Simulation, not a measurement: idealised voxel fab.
Process module name: voxel self aligned vias
Cross-section cut spans 210 nm and uses square cells 5 nm in size.
A cross-section is a grid of square cells, given in bands from the top down. A band is one or more rows of cells. What a band's entry tells you: where the top is and where the bottom is, as heights in nm, and after that what lies inside, material by material from left to right, each with its width in nm. Empty space is written as the word "air", and a single material marked with the word "throughout" occupies the band from edge to edge. We count height from 0. Below that, the starting wafer is all one material. The lowest band never ends at the bottom but goes on down; see "0 nm and below" for how that is written. Width "30..40": first value at the band's top row of cells, second value at its bottom row, equal change from row to row. It should be understood that the words "no change occurred", when stated for a given step, signify that the cross-section underwent no change in any of its cells during that step. The list in "Entrapped void list" covers empty spaces of 8 cells or more that cannot reach the top through any open way, and it gives each as width x height at distance; the distance is from the left edge, and width, height and distance are in nm. Text after the settings on a step's line: the simulator's own remark on that step. If you see "overlay nm" on a step's line and that step has a mask, it's telling you how far right of where it was planned the mask ended up; a negative number means it went left instead. Before/after cross-section pairs, one process step each; after shown to lowest changed band; step and settings beneath. Pairs may be from different runs of this module on the same starting wafer; a pair continues from the one above only where its "Before step" entry says so.

-- Before step
* 0 nm and below  Si throughout
* Entrapped void list: none

-- Structure After Step
* 15 nm to 0 nm  SiO2 throughout
* Lower than 0, everything is as it was.
* Entrapped void list: none
Between before and after, shown above: CONFORMAL_DEP | material SiO2 | thk nm 15

Before step: This step starts from the configuration shown after the step in the pair immediately above.

-- Structure After Step
* 20 nm to 15 nm  SiCN throughout
* Lower than 15, everything is as it was.
* Entrapped void list: none
Between before and after, shown above: CONFORMAL_DEP | material SiCN | thk nm 5

Before step: This step starts from the configuration shown after the step in the pair immediately above.

-- Structure After Step
* 45 nm to 20 nm  lowk throughout
* Lower than 20, everything is as it was.
* Entrapped void list: none
Between before and after, shown above: DIRECTIONAL_DEP | material lowk | thk nm 25

Before step: This step starts from the configuration shown after the step in the pair immediately above.

-- Structure After Step
* 60 nm to 45 nm  aC throughout
* Lower than 45, everything is as it was.
* Entrapped void list: none
Between before and after, shown above: DIRECTIONAL_DEP | material aC | thk nm 15

Before step: This step starts from the configuration shown after the step in the pair immediately above.

-- Structure After Step
* 95 nm to 60 nm  resist=70; air=20; resist=30; air=20; resist=70
* Lower than 60, everything is as it was.
* Entrapped void list: none
Between before and after, shown above: PATTERN | tone open | mask id LINES | material resist | width nm 20 | pitch nm 50 | thk nm 35 | overlay nm 0

Before step: This step starts from the configuration shown after the step in the pair immediately above.

-- Structure After Step
* 80 nm to 60 nm  resist=70; air=20; resist=30; air=20; resist=70
* 60 nm to 45 nm  aC=70; air=20; aC=30; air=20; aC=70
* Lower than 45, everything is as it was.
* Entrapped void list: none
Between before and after, shown above: DIRECTIONAL_ETCH | etch materials aC | depth nm 15

Before step: This step starts from the configuration shown after the step in the pair immediately above.

-- Structure After Step
* 60 nm to 45 nm  aC=70; air=20; aC=30; air=20; aC=70
* Lower than 45, everything is as it was.
* Entrapped void list: none
Between before and after, shown above: STRIP | etch materials resist

Before step: This step starts from the configuration shown after the step in the pair immediately above.

-- Structure After Step
* 60 nm to 45 nm  aC=70; air=20; aC=30; air=20; aC=70
* 45 nm to 20 nm  lowk=70; air=20; lowk=30; air=20; lowk=70
* Lower than 20, everything is as it was.
* Entrapped void list: none
Between before and after, shown above: DIRECTIONAL_ETCH | etch materials lowk | depth nm 25

Before step: This step starts from the configuration shown after the step in the pair immediately above.

-- Structure After Step
* 45 nm to 20 nm  lowk=70; air=20; lowk=30; air=20; lowk=70
* Lower than 20, everything is as it was.
* Entrapped void list: none
Between before and after, shown above: STRIP | etch materials aC

Before step: This step starts from the configuration shown after the step in the pair immediately above.

-- Structure After Step
* 50 nm to 45 nm  TiN=75; air=10; TiN=40; air=10; TiN=75
* 45 nm to 25 nm  lowk=70; TiN=5; air=10; TiN=5; lowk=30; TiN=5; air=10; TiN=5; lowk=70
* 25 nm to 20 nm  lowk=70; TiN=20; lowk=30; TiN=20; lowk=70
* Lower than 20, everything is as it was.
* Entrapped void list: none
Between before and after, shown above: CONFORMAL_DEP | material TiN | thk nm 5

Before step: This step starts from the configuration shown after the step in the pair immediately above.

-- Structure After Step
* 55 nm to 50 nm  W throughout
* 50 nm to 45 nm  TiN=75; W=10; TiN=40; W=10; TiN=75
* 45 nm to 25 nm  lowk=70; TiN=5; W=10; TiN=5; lowk=30; TiN=5; W=10; TiN=5; lowk=70
* Lower than 25, everything is as it was.
* Entrapped void list: none
Between before and after, shown above: FILL_DEP | material W | thk nm 5

Before step: This step starts from the configuration shown after the step in the pair immediately above.

-- Structure After Step
* 45 nm to 25 nm  lowk=70; TiN=5; W=10; TiN=5; lowk=30; TiN=5; W=10; TiN=5; lowk=70
* Lower than 25, everything is as it was.
* Entrapped void list: none
Between before and after, shown above: CMP | height nm 45

Before step: This step starts from the configuration shown after the step in the pair immediately above.

-- Structure After Step
* 45 nm to 40 nm  lowk=70; air=20; lowk=30; air=20; lowk=70
* Lower than 40, everything is as it was.
* Entrapped void list: none
Between before and after, shown above: SELECTIVE_ETCH | etch materials W Ru TiN | depth nm 5

Before step: This step starts from the configuration shown after the step in the pair immediately above.

-- Structure After Step
* 55 nm to 45 nm  SiN throughout
* 45 nm to 40 nm  lowk=70; SiN=20; lowk=30; SiN=20; lowk=70
* Lower than 40, everything is as it was.
* Entrapped void list: none
Between before and after, shown above: FILL_DEP | material SiN | thk nm 10

Before step: This step starts from the configuration shown after the step in the pair immediately above.

-- Structure After Step
* 45 nm to 40 nm  lowk=70; SiN=20; lowk=30; SiN=20; lowk=70
* Lower than 40, everything is as it was.
* Entrapped void list: none
Between before and after, shown above: CMP | height nm 45

Before step: This step starts from the configuration shown after the step in the pair immediately above.

-- Structure After Step
* 65 nm to 45 nm  lowk throughout
* Lower than 45, everything is as it was.
* Entrapped void list: none
Between before and after, shown above: DIRECTIONAL_DEP | material lowk | thk nm 20

Before step: This step starts from the configuration shown after the step in the pair immediately above.

-- Structure After Step
* 80 nm to 65 nm  resist=65; air=30; resist=115
* Lower than 65, everything is as it was.
* Entrapped void list: none
Between before and after, shown above: PATTERN | tone open | mask id VIAS | material resist | width nm 30 | thk nm 15 | overlay nm 0

Before step: This step starts from the configuration shown after the step in the pair immediately above.

-- Structure After Step
* 80 nm to 65 nm  resist=65; air=30; resist=115
* 65 nm to 45 nm  lowk=65; air=30; lowk=115
* Lower than 45, everything is as it was.
* Entrapped void list: none
Between before and after, shown above: DIRECTIONAL_ETCH | etch materials lowk | depth nm 20

Before step: This step starts from the configuration shown after the step in the pair immediately above.

-- Structure After Step
* 80 nm to 65 nm  resist=65; air=30; resist=115
* 65 nm to 45 nm  lowk=65; air=30; lowk=115
* 45 nm to 40 nm  lowk=70; air=20; lowk=30; SiN=20; lowk=70
* Lower than 40, everything is as it was.
* Entrapped void list: none
Between before and after, shown above: DIRECTIONAL_ETCH | etch materials SiN | depth nm 5

Before step: This step starts from the configuration shown after the step in the pair immediately above.

-- Structure After Step
* 65 nm to 45 nm  lowk=65; air=30; lowk=115
* Lower than 45, everything is as it was.
* Entrapped void list: none
Between before and after, shown above: STRIP | etch materials resist

Before step: This step starts from the configuration shown after the step in the pair immediately above.

-- Structure After Step
* 70 nm to 65 nm  TiN=70; air=20; TiN=120
* 65 nm to 50 nm  lowk=65; TiN=5; air=20; TiN=5; lowk=115
* 50 nm to 45 nm  lowk=65; TiN=10; air=10; TiN=10; lowk=115
* 45 nm to 40 nm  lowk=70; TiN=20; lowk=30; SiN=20; lowk=70
* Lower than 40, everything is as it was.
* Entrapped void list: none
Between before and after, shown above: CONFORMAL_DEP | material TiN | thk nm 5

Before step: This step starts from the configuration shown after the step in the pair immediately above.

-- Structure After Step
* 80 nm to 70 nm  Ru throughout
* 70 nm to 65 nm  TiN=70; Ru=20; TiN=120
* 65 nm to 50 nm  lowk=65; TiN=5; Ru=20; TiN=5; lowk=115
* 50 nm to 45 nm  lowk=65; TiN=10; Ru=10; TiN=10; lowk=115
* Lower than 45, everything is as it was.
* Entrapped void list: none
Between before and after, shown above: FILL_DEP | material Ru | thk nm 10

Before step: This step starts from the configuration shown after the step in the pair immediately above.

-- Structure After Step
* 65 nm to 50 nm  lowk=65; TiN=5; Ru=20; TiN=5; lowk=115
* Lower than 50, everything is as it was.
* Entrapped void list: none
Between before and after, shown above: CMP | height nm 65

Before step: This step starts from the configuration shown after the step in the pair immediately above.

-- Structure After Step
* 70 nm to 65 nm  SiCN throughout
* Lower than 65, everything is as it was.
* Entrapped void list: none
Between before and after, shown above: CONFORMAL_DEP | material SiCN | thk nm 5

-- Before step
* 15 nm to 0 nm  SiO2 throughout
* 0 nm and below  Si throughout
* Entrapped void list: none

-- Structure After Step
* 40 nm to 15 nm  lowk throughout
* Lower than 15, everything is as it was.
* Entrapped void list: none
Between before and after, shown above: DIRECTIONAL_DEP | material lowk | thk nm 25

Before step: This step starts from the configuration shown after the step in the pair immediately above.

-- Structure After Step
* 55 nm to 40 nm  aC throughout
* Lower than 40, everything is as it was.
* Entrapped void list: none
Between before and after, shown above: DIRECTIONAL_DEP | material aC | thk nm 15

Before step: This step starts from the configuration shown after the step in the pair immediately above.

-- Structure After Step
* 90 nm to 55 nm  resist=70; air=20; resist=30; air=20; resist=70
* Lower than 55, everything is as it was.
* Entrapped void list: none
Between before and after, shown above: PATTERN | tone open | mask id LINES | material resist | width nm 20 | pitch nm 50 | thk nm 35 | overlay nm 0

Before step: This step starts from the configuration shown after the step in the pair immediately above.

-- Structure After Step
* 75 nm to 55 nm  resist=70; air=20; resist=30; air=20; resist=70
* 55 nm to 40 nm  aC=70; air=20; aC=30; air=20; aC=70
* Lower than 40, everything is as it was.
* Entrapped void list: none
Between before and after, shown above: DIRECTIONAL_ETCH | etch materials aC | depth nm 15

Before step: This step starts from the configuration shown after the step in the pair immediately above.

-- Structure After Step
* 55 nm to 40 nm  aC=70; air=20; aC=30; air=20; aC=70
* Lower than 40, everything is as it was.
* Entrapped void list: none
Between before and after, shown above: STRIP | etch materials resist

Before step: This step starts from the configuration shown after the step in the pair immediately above.

-- Structure After Step
* 55 nm to 40 nm  aC=70; air=20; aC=30; air=20; aC=70
* 40 nm to 15 nm  lowk=70; air=20; lowk=30; air=20; lowk=70
* Lower than 15, everything is as it was.
* Entrapped void list: none
Between before and after, shown above: DIRECTIONAL_ETCH | etch materials lowk | depth nm 25

Before step: This step starts from the configuration shown after the step in the pair immediately above.

-- Structure After Step
* 40 nm to 15 nm  lowk=70; air=20; lowk=30; air=20; lowk=70
* Lower than 15, everything is as it was.
* Entrapped void list: none
Between before and after, shown above: STRIP | etch materials aC

Before step: This step starts from the configuration shown after the step in the pair immediately above.

-- Structure After Step
* 45 nm to 40 nm  TiN=75; air=10; TiN=40; air=10; TiN=75
* 40 nm to 20 nm  lowk=70; TiN=5; air=10; TiN=5; lowk=30; TiN=5; air=10; TiN=5; lowk=70
* 20 nm to 15 nm  lowk=70; TiN=20; lowk=30; TiN=20; lowk=70
* Lower than 15, everything is as it was.
* Entrapped void list: none
Between before and after, shown above: CONFORMAL_DEP | material TiN | thk nm 5

Before step: This step starts from the configuration shown after the step in the pair immediately above.

-- Structure After Step
* 50 nm to 45 nm  W throughout
* 45 nm to 40 nm  TiN=75; W=10; TiN=40; W=10; TiN=75
* 40 nm to 20 nm  lowk=70; TiN=5; W=10; TiN=5; lowk=30; TiN=5; W=10; TiN=5; lowk=70
* Lower than 20, everything is as it was.
* Entrapped void list: none
Between before and after, shown above: FILL_DEP | material W | thk nm 5

Before step: This step starts from the configuration shown after the step in the pair immediately above.

-- Structure After Step
* 45 nm to 40 nm  TiN=75; W=10; TiN=40; W=10; TiN=75
* Lower than 40, everything is as it was.
* Entrapped void list: none
Between before and after, shown above: CMP | height nm 45

Before step: This step starts from the configuration shown after the step in the pair immediately above.

-- Structure After Step
* 40 nm to 20 nm  lowk=70; TiN=5; W=10; TiN=5; lowk=30; TiN=5; W=10; TiN=5; lowk=70
* Lower than 20, everything is as it was.
* Entrapped void list: none
Between before and after, shown above: SELECTIVE_ETCH | etch materials W Ru TiN | depth nm 5

Before step: This step starts from the configuration shown after the step in the pair immediately above.

-- Structure After Step
* 50 nm to 40 nm  SiN throughout
* Lower than 40, everything is as it was.
* Entrapped void list: none
Between before and after, shown above: FILL_DEP | material SiN | thk nm 10

Before step: This step starts from the configuration shown after the step in the pair immediately above.

-- Structure After Step
* 45 nm to 40 nm  SiN throughout
* Lower than 40, everything is as it was.
* Entrapped void list: none
Between before and after, shown above: CMP | height nm 45

Before step: This step starts from the configuration shown after the step in the pair immediately above.

-- Structure After Step
* 65 nm to 45 nm  lowk throughout
* Lower than 45, everything is as it was.
* Entrapped void list: none
Between before and after, shown above: DIRECTIONAL_DEP | material lowk | thk nm 20

Before step: This step starts from the configuration shown after the step in the pair immediately above.

-- Structure After Step
* 80 nm to 65 nm  resist=65; air=30; resist=115
* Lower than 65, everything is as it was.
* Entrapped void list: none
Between before and after, shown above: PATTERN | tone open | mask id VIAS | material resist | width nm 30 | thk nm 15 | overlay nm 0

Before step: This step starts from the configuration shown after the step in the pair immediately above.

-- Structure After Step
* 80 nm to 65 nm  resist=65; air=30; resist=115
* 65 nm to 45 nm  lowk=65; air=30; lowk=115
* Lower than 45, everything is as it was.
* Entrapped void list: none
Between before and after, shown above: DIRECTIONAL_ETCH | etch materials lowk | depth nm 20

Before step: This step starts from the configuration shown after the step in the pair immediately above.

-- Structure After Step
* 80 nm to 65 nm  resist=65; air=30; resist=115
* 65 nm to 45 nm  lowk=65; air=30; lowk=115
* 45 nm to 40 nm  SiN=65; air=30; SiN=115
* Lower than 40, everything is as it was.
* Entrapped void list: none
Between before and after, shown above: DIRECTIONAL_ETCH | etch materials SiN | depth nm 5

Before step: This step starts from the configuration shown after the step in the pair immediately above.

-- Structure After Step
* 65 nm to 45 nm  lowk=65; air=30; lowk=115
* Lower than 45, everything is as it was.
* Entrapped void list: none
Between before and after, shown above: STRIP | etch materials resist

Before step: This step starts from the configuration shown after the step in the pair immediately above.

-- Structure After Step
* 70 nm to 65 nm  TiN=70; air=20; TiN=120
* 65 nm to 45 nm  lowk=65; TiN=5; air=20; TiN=5; lowk=115
* 45 nm to 40 nm  SiN=65; TiN=30; SiN=115
* Lower than 40, everything is as it was.
* Entrapped void list: none
Between before and after, shown above: CONFORMAL_DEP | material TiN | thk nm 5

Before step: This step starts from the configuration shown after the step in the pair immediately above.

-- Structure After Step
* 80 nm to 70 nm  Ru throughout
* 70 nm to 65 nm  TiN=70; Ru=20; TiN=120
* 65 nm to 45 nm  lowk=65; TiN=5; Ru=20; TiN=5; lowk=115
* Lower than 45, everything is as it was.
* Entrapped void list: none
Between before and after, shown above: FILL_DEP | material Ru | thk nm 10

Before step: This step starts from the configuration shown after the step in the pair immediately above.

-- Structure After Step
* 65 nm to 45 nm  lowk=65; TiN=5; Ru=20; TiN=5; lowk=115
* Lower than 45, everything is as it was.
* Entrapped void list: none
Between before and after, shown above: CMP | height nm 65

Before step: This step starts from the configuration shown after the step in the pair immediately above.

-- Structure After Step
* 70 nm to 65 nm  SiCN throughout
* Lower than 65, everything is as it was.
* Entrapped void list: none
Between before and after, shown above: CONFORMAL_DEP | material SiCN | thk nm 5

-- Before step
* 80 nm to 65 nm  resist=65; air=30; resist=115
* 65 nm to 45 nm  lowk=65; air=30; lowk=115
* 45 nm to 40 nm  lowk=70; SiN=20; lowk=30; SiN=20; lowk=70
* 40 nm to 25 nm  lowk=70; TiN=5; W=10; TiN=5; lowk=30; TiN=5; W=10; TiN=5; lowk=70
* 25 nm to 20 nm  lowk=70; TiN=20; lowk=30; TiN=20; lowk=70
* 20 nm to 15 nm  SiCN throughout
* 15 nm to 0 nm  SiO2 throughout
* 0 nm and below  Si throughout
* Entrapped void list: none

-- Structure After Step
* 80 nm to 65 nm  resist=65; air=30; resist=115
* 65 nm to 45 nm  lowk=65; air=30; lowk=115
* 45 nm to 40 nm  lowk=65; air=5; SiN=20; air=5; lowk=25; SiN=20; lowk=70
* 40 nm to 25 nm  lowk=65; air=5; TiN=5; W=10; TiN=5; air=5; lowk=25; TiN=5; W=10; TiN=5; lowk=70
* Lower than 25, everything is as it was.
* Entrapped void list: none
Between before and after, shown above: DIRECTIONAL_ETCH | etch materials lowk | depth nm 20

Before step: This step starts from the configuration shown after the step in the pair immediately above.

-- Structure After Step
* 80 nm to 65 nm  resist=65; air=30; resist=115
* 65 nm to 45 nm  lowk=65; air=30; lowk=115
* 45 nm to 40 nm  lowk=65; air=30; lowk=25; SiN=20; lowk=70
* Lower than 40, everything is as it was.
* Entrapped void list: none
Between before and after, shown above: DIRECTIONAL_ETCH | etch materials SiN | depth nm 5

Before step: This step starts from the configuration shown after the step in the pair immediately above.

-- Structure After Step
* 65 nm to 45 nm  lowk=65; air=30; lowk=115
* Lower than 45, everything is as it was.
* Entrapped void list: none
Between before and after, shown above: STRIP | etch materials resist

Before step: This step starts from the configuration shown after the step in the pair immediately above.

-- Structure After Step
* 70 nm to 65 nm  TiN=70; air=20; TiN=120
* 65 nm to 45 nm  lowk=65; TiN=5; air=20; TiN=5; lowk=115
* 45 nm to 40 nm  lowk=65; TiN=30; lowk=25; SiN=20; lowk=70
* 40 nm to 25 nm  lowk=65; TiN=10; W=10; TiN=10; lowk=25; TiN=5; W=10; TiN=5; lowk=70
* Lower than 25, everything is as it was.
* Entrapped void list: none
Between before and after, shown above: CONFORMAL_DEP | material TiN | thk nm 5

Before step: This step starts from the configuration shown after the step in the pair immediately above.

-- Structure After Step
* 80 nm to 70 nm  Ru throughout
* 70 nm to 65 nm  TiN=70; Ru=20; TiN=120
* 65 nm to 45 nm  lowk=65; TiN=5; Ru=20; TiN=5; lowk=115
* Lower than 45, everything is as it was.
* Entrapped void list: none
Between before and after, shown above: FILL_DEP | material Ru | thk nm 10

Before step: This step starts from the configuration shown after the step in the pair immediately above.

-- Structure After Step
* 65 nm to 45 nm  lowk=65; TiN=5; Ru=20; TiN=5; lowk=115
* Lower than 45, everything is as it was.
* Entrapped void list: none
Between before and after, shown above: CMP | height nm 65

Before step: This step starts from the configuration shown after the step in the pair immediately above.

-- Structure After Step
* 70 nm to 65 nm  SiCN throughout
* Lower than 65, everything is as it was.
* Entrapped void list: none
Between before and after, shown above: CONFORMAL_DEP | material SiCN | thk nm 5

-- Before step
* 40 nm to 15 nm  lowk throughout
* 15 nm to 0 nm  SiO2 throughout
* 0 nm and below  Si throughout
* Entrapped void list: none

-- Structure After Step
* 45 nm to 40 nm  SiCN throughout
* Lower than 40, everything is as it was.
* Entrapped void list: none
Between before and after, shown above: CONFORMAL_DEP | material SiCN | thk nm 5

Before step: This step starts from the configuration shown after the step in the pair immediately above.

-- Structure After Step
* 60 nm to 45 nm  aC throughout
* Lower than 45, everything is as it was.
* Entrapped void list: none
Between before and after, shown above: DIRECTIONAL_DEP | material aC | thk nm 15

Before step: This step starts from the configuration shown after the step in the pair immediately above.

-- Structure After Step
* 95 nm to 60 nm  resist=70; air=20; resist=30; air=20; resist=70
* Lower than 60, everything is as it was.
* Entrapped void list: none
Between before and after, shown above: PATTERN | tone open | mask id LINES | material resist | width nm 20 | pitch nm 50 | thk nm 35 | overlay nm 0

Before step: This step starts from the configuration shown after the step in the pair immediately above.

-- Structure After Step
* 80 nm to 60 nm  resist=70; air=20; resist=30; air=20; resist=70
* 60 nm to 45 nm  aC=70; air=20; aC=30; air=20; aC=70
* Lower than 45, everything is as it was.
* Entrapped void list: none
Between before and after, shown above: DIRECTIONAL_ETCH | etch materials aC | depth nm 15

Before step: This step starts from the configuration shown after the step in the pair immediately above.

-- Structure After Step
* 60 nm to 45 nm  aC=70; air=20; aC=30; air=20; aC=70
* Lower than 45, everything is as it was.
* Entrapped void list: none
Between before and after, shown above: STRIP | etch materials resist

Before step: This step starts from the configuration shown after the step in the pair immediately above.

-- Structure After Step
* 45 nm to 40 nm  SiCN throughout
* Lower than 40, everything is as it was.
* Entrapped void list: none
Between before and after, shown above: STRIP | etch materials aC

Before step: This step starts from the configuration shown after the step in the pair immediately above.

-- Structure After Step
* 50 nm to 45 nm  TiN throughout
* Lower than 45, everything is as it was.
* Entrapped void list: none
Between before and after, shown above: CONFORMAL_DEP | material TiN | thk nm 5

Before step: This step starts from the configuration shown after the step in the pair immediately above.

-- Structure After Step
* 55 nm to 50 nm  W throughout
* Lower than 50, everything is as it was.
* Entrapped void list: none
Between before and after, shown above: FILL_DEP | material W | thk nm 5

Before step: This step starts from the configuration shown after the step in the pair immediately above.

-- Structure After Step
* 45 nm to 40 nm  SiCN throughout
* Lower than 40, everything is as it was.
* Entrapped void list: none
Between before and after, shown above: CMP | height nm 45

Before step: This step starts from the configuration shown after the step in the pair immediately above.

-- Structure After Step
* 55 nm to 45 nm  SiN throughout
* Lower than 45, everything is as it was.
* Entrapped void list: none
Between before and after, shown above: FILL_DEP | material SiN | thk nm 10

Before step: This step starts from the configuration shown after the step in the pair immediately above.

-- Structure After Step
* 45 nm to 40 nm  SiCN throughout
* Lower than 40, everything is as it was.
* Entrapped void list: none
Between before and after, shown above: CMP | height nm 45

Before step: This step starts from the configuration shown after the step in the pair immediately above.

-- Structure After Step
* 65 nm to 45 nm  lowk throughout
* Lower than 45, everything is as it was.
* Entrapped void list: none
Between before and after, shown above: DIRECTIONAL_DEP | material lowk | thk nm 20

Before step: This step starts from the configuration shown after the step in the pair immediately above.

-- Structure After Step
* 80 nm to 65 nm  resist=65; air=30; resist=115
* Lower than 65, everything is as it was.
* Entrapped void list: none
Between before and after, shown above: PATTERN | tone open | mask id VIAS | material resist | width nm 30 | thk nm 15 | overlay nm 0

Before step: This step starts from the configuration shown after the step in the pair immediately above.

-- Structure After Step
* 80 nm to 65 nm  resist=65; air=30; resist=115
* 65 nm to 45 nm  lowk=65; air=30; lowk=115
* Lower than 45, everything is as it was.
* Entrapped void list: none
Between before and after, shown above: DIRECTIONAL_ETCH | etch materials lowk | depth nm 20

Before step: This step starts from the configuration shown after the step in the pair immediately above.

-- Structure After Step
* 65 nm to 45 nm  lowk=65; air=30; lowk=115
* Lower than 45, everything is as it was.
* Entrapped void list: none
Between before and after, shown above: STRIP | etch materials resist

Before step: This step starts from the configuration shown after the step in the pair immediately above.

-- Structure After Step
* 70 nm to 65 nm  TiN=70; air=20; TiN=120
* 65 nm to 50 nm  lowk=65; TiN=5; air=20; TiN=5; lowk=115
* 50 nm to 45 nm  lowk=65; TiN=30; lowk=115
* Lower than 45, everything is as it was.
* Entrapped void list: none
Between before and after, shown above: CONFORMAL_DEP | material TiN | thk nm 5

Before step: This step starts from the configuration shown after the step in the pair immediately above.

-- Structure After Step
* 80 nm to 70 nm  Ru throughout
* 70 nm to 65 nm  TiN=70; Ru=20; TiN=120
* 65 nm to 50 nm  lowk=65; TiN=5; Ru=20; TiN=5; lowk=115
* Lower than 50, everything is as it was.
* Entrapped void list: none
Between before and after, shown above: FILL_DEP | material Ru | thk nm 10

Before step: This step starts from the configuration shown after the step in the pair immediately above.

-- Structure After Step
* 65 nm to 50 nm  lowk=65; TiN=5; Ru=20; TiN=5; lowk=115
* Lower than 50, everything is as it was.
* Entrapped void list: none
Between before and after, shown above: CMP | height nm 65

Before step: This step starts from the configuration shown after the step in the pair immediately above.

-- Structure After Step
* 70 nm to 65 nm  SiCN throughout
* Lower than 65, everything is as it was.
* Entrapped void list: none
Between before and after, shown above: CONFORMAL_DEP | material SiCN | thk nm 5

-- Before step
* 55 nm to 50 nm  W throughout
* 50 nm to 45 nm  TiN=75; W=10; TiN=40; W=10; TiN=75
* 45 nm to 25 nm  lowk=70; TiN=5; W=10; TiN=5; lowk=30; TiN=5; W=10; TiN=5; lowk=70
* 25 nm to 20 nm  lowk=70; TiN=20; lowk=30; TiN=20; lowk=70
* 20 nm to 15 nm  SiCN throughout
* 15 nm to 0 nm  SiO2 throughout
* 0 nm and below  Si throughout
* Entrapped void list: none

-- Structure After Step
* 40 nm to 25 nm  lowk=70; TiN=5; W=10; TiN=5; lowk=30; TiN=5; W=10; TiN=5; lowk=70
* Lower than 25, everything is as it was.
* Entrapped void list: none
Between before and after, shown above: CMP | height nm 40

Before step: This step starts from the configuration shown after the step in the pair immediately above.

-- Structure After Step
* 40 nm to 35 nm  lowk=70; air=20; lowk=30; air=20; lowk=70
* Lower than 35, everything is as it was.
* Entrapped void list: none
Between before and after, shown above: SELECTIVE_ETCH | etch materials W Ru TiN | depth nm 5

Before step: This step starts from the configuration shown after the step in the pair immediately above.

-- Structure After Step
* 50 nm to 40 nm  SiN throughout
* 40 nm to 35 nm  lowk=70; SiN=20; lowk=30; SiN=20; lowk=70
* Lower than 35, everything is as it was.
* Entrapped void list: none
Between before and after, shown above: FILL_DEP | material SiN | thk nm 10

Before step: This step starts from the configuration shown after the step in the pair immediately above.

-- Structure After Step
* 45 nm to 40 nm  SiN throughout
* Lower than 40, everything is as it was.
* Entrapped void list: none
Between before and after, shown above: CMP | height nm 45

Before step: This step starts from the configuration shown after the step in the pair immediately above.

-- Structure After Step
* 65 nm to 45 nm  lowk throughout
* Lower than 45, everything is as it was.
* Entrapped void list: none
Between before and after, shown above: DIRECTIONAL_DEP | material lowk | thk nm 20

Before step: This step starts from the configuration shown after the step in the pair immediately above.

-- Structure After Step
* 80 nm to 65 nm  resist=65; air=30; resist=115
* Lower than 65, everything is as it was.
* Entrapped void list: none
Between before and after, shown above: PATTERN | tone open | mask id VIAS | material resist | width nm 30 | thk nm 15 | overlay nm 0

Before step: This step starts from the configuration shown after the step in the pair immediately above.

-- Structure After Step
* 80 nm to 65 nm  resist=65; air=30; resist=115
* 65 nm to 45 nm  lowk=65; air=30; lowk=115
* Lower than 45, everything is as it was.
* Entrapped void list: none
Between before and after, shown above: DIRECTIONAL_ETCH | etch materials lowk | depth nm 20

Before step: This step starts from the configuration shown after the step in the pair immediately above.

-- Structure After Step
* 80 nm to 65 nm  resist=65; air=30; resist=115
* 65 nm to 45 nm  lowk=65; air=30; lowk=115
* 45 nm to 40 nm  SiN=65; air=30; SiN=115
* Lower than 40, everything is as it was.
* Entrapped void list: none
Between before and after, shown above: DIRECTIONAL_ETCH | etch materials SiN | depth nm 5

Before step: This step starts from the configuration shown after the step in the pair immediately above.

-- Structure After Step
* 65 nm to 45 nm  lowk=65; air=30; lowk=115
* Lower than 45, everything is as it was.
* Entrapped void list: none
Between before and after, shown above: STRIP | etch materials resist

Before step: This step starts from the configuration shown after the step in the pair immediately above.

-- Structure After Step
* 70 nm to 65 nm  TiN=70; air=20; TiN=120
* 65 nm to 45 nm  lowk=65; TiN=5; air=20; TiN=5; lowk=115
* 45 nm to 40 nm  SiN=65; TiN=30; SiN=115
* Lower than 40, everything is as it was.
* Entrapped void list: none
Between before and after, shown above: CONFORMAL_DEP | material TiN | thk nm 5

Before step: This step starts from the configuration shown after the step in the pair immediately above.

-- Structure After Step
* 80 nm to 70 nm  Ru throughout
* 70 nm to 65 nm  TiN=70; Ru=20; TiN=120
* 65 nm to 45 nm  lowk=65; TiN=5; Ru=20; TiN=5; lowk=115
* Lower than 45, everything is as it was.
* Entrapped void list: none
Between before and after, shown above: FILL_DEP | material Ru | thk nm 10

Before step: This step starts from the configuration shown after the step in the pair immediately above.

-- Structure After Step
* 65 nm to 45 nm  lowk=65; TiN=5; Ru=20; TiN=5; lowk=115
* Lower than 45, everything is as it was.
* Entrapped void list: none
Between before and after, shown above: CMP | height nm 65

Before step: This step starts from the configuration shown after the step in the pair immediately above.

-- Structure After Step
* 70 nm to 65 nm  SiCN throughout
* Lower than 65, everything is as it was.
* Entrapped void list: none
Between before and after, shown above: CONFORMAL_DEP | material SiCN | thk nm 5

-- Before step
* 60 nm to 45 nm  aC throughout
* 45 nm to 20 nm  lowk throughout
* 20 nm to 15 nm  SiCN throughout
* 15 nm to 0 nm  SiO2 throughout
* 0 nm and below  Si throughout
* Entrapped void list: none

-- Structure After Step
* 95 nm to 60 nm  resist=70; air=25; resist=25; air=25; resist=65
* Lower than 60, everything is as it was.
* Entrapped void list: none
Between before and after, shown above: PATTERN | tone open | mask id LINES | material resist | width nm 25 | pitch nm 50 | thk nm 35 | overlay nm 0

Before step: This step starts from the configuration shown after the step in the pair immediately above.

-- Structure After Step
* 80 nm to 60 nm  resist=70; air=25; resist=25; air=25; resist=65
* 60 nm to 45 nm  aC=70; air=25; aC=25; air=25; aC=65
* Lower than 45, everything is as it was.
* Entrapped void list: none
Between before and after, shown above: DIRECTIONAL_ETCH | etch materials aC | depth nm 15

Before step: This step starts from the configuration shown after the step in the pair immediately above.

-- Structure After Step
* 60 nm to 45 nm  aC=70; air=25; aC=25; air=25; aC=65
* Lower than 45, everything is as it was.
* Entrapped void list: none
Between before and after, shown above: STRIP | etch materials resist

Before step: This step starts from the configuration shown after the step in the pair immediately above.

-- Structure After Step
* 60 nm to 45 nm  aC=70; air=25; aC=25; air=25; aC=65
* 45 nm to 20 nm  lowk=70; air=25; lowk=25; air=25; lowk=65
* Lower than 20, everything is as it was.
* Entrapped void list: none
Between before and after, shown above: DIRECTIONAL_ETCH | etch materials lowk | depth nm 25

Before step: This step starts from the configuration shown after the step in the pair immediately above.

-- Structure After Step
* 45 nm to 20 nm  lowk=70; air=25; lowk=25; air=25; lowk=65
* Lower than 20, everything is as it was.
* Entrapped void list: none
Between before and after, shown above: STRIP | etch materials aC

Before step: This step starts from the configuration shown after the step in the pair immediately above.

-- Structure After Step
* 50 nm to 45 nm  TiN=75; air=15; TiN=35; air=15; TiN=70
* 45 nm to 25 nm  lowk=70; TiN=5; air=15; TiN=5; lowk=25; TiN=5; air=15; TiN=5; lowk=65
* 25 nm to 20 nm  lowk=70; TiN=25; lowk=25; TiN=25; lowk=65
* Lower than 20, everything is as it was.
* Entrapped void list: none
Between before and after, shown above: CONFORMAL_DEP | material TiN | thk nm 5
